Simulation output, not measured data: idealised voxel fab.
voxel fin reveal: a process module
Each square cell in cross-section cut measures 5 nm, and the section as a whole is 175 nm wide.
In this document a cross-section is written as a grid of square cells. It is given as a series of bands, listed from the top down, and a band is one or more rows of cells. Band: top and bottom heights (nm) first, top before bottom; then materials from left to right, widths in nm. "all across" marks a sole material filling the band edge to edge. "blank" denotes empty space. Heads up on the height convention: 0 is the point under which the incoming wafer is all one material, and the lowest band has no bottom, it just keeps going down, like "0 -> down". So if you see something like "30..40" for the width, read it as the top row of the band sitting at the first number and the bottom row at the second, with every row in between moving by the same amount as the last. Take "nothing altered" at face value: in the step it is given for, the cross-section changed in none of its cells. Enclosed voids (no open way to top), threshold 8 cells or more, entry "Fully enclosed voids", notation width x height at distance, distance from left edge, nm. Note: text after step settings on the step line = simulator remark on that step. For masked steps, "overlay nm" on the step line gives how far right of plan the mask actually lay; a minus sign means it lay to the left.
# List of planned process steps
1,RECEIVE | material Si
2,CONFORMAL_DEP | material SiN | thk nm 10
3,MASKED_ETCH | tone cover | mask id FINS | width nm 15 | pitch nm 35 | etch materials SiN | depth nm 10 | overlay nm 0
4,MASKED_ETCH | tone cover | mask id FINS | width nm 15 | pitch nm 35 | etch materials Si | depth nm 35 | overlay nm 0
5,OXIDIZE | depth nm 5
6,FILL_DEP | material SiO2 | thk nm 15
7,CMP | height nm 10
8,SELECTIVE_ETCH | etch materials SiO2 | depth nm 30
9,STRIP | etch materials SiN
# Received-state cross-section, reflecting completion of step 1
0 -> down: Si all across
Fully enclosed voids: none
# As-planned run: cross-section of the first of two wafers at end of module
0 -> -20: blank: 65, then Si: 5, then blank: 30, then Si: 5, then blank: 70
-20 -> -40: SiO2: 65, then Si: 5, then SiO2: 30, then Si: 5, then SiO2: 70
-40 -> down: Si all across
Fully enclosed voids: none
# So this is wafer number two of the two, cut at the end of the module - it started where the first did and had the same plan, we just got one thing wrong running it
10 -> 0: blank: 60, then SiN: 15, then blank: 20, then SiN: 15, then blank: 65
0 -> -40: blank: 65, then Si: 5, then blank: 30, then Si: 5, then blank: 70
-40 -> down: Si all across
Fully enclosed voids: none
What was the processing mistake? step 9 was run on a setting that differed from the plan, and what really ran there is STRIP | etch materials SiO2
It is noted that, at the conclusion of processing, the second wafer exhibits a higher or lower cell count for certain materials relative to the first: +12 SiN | -132 SiO2
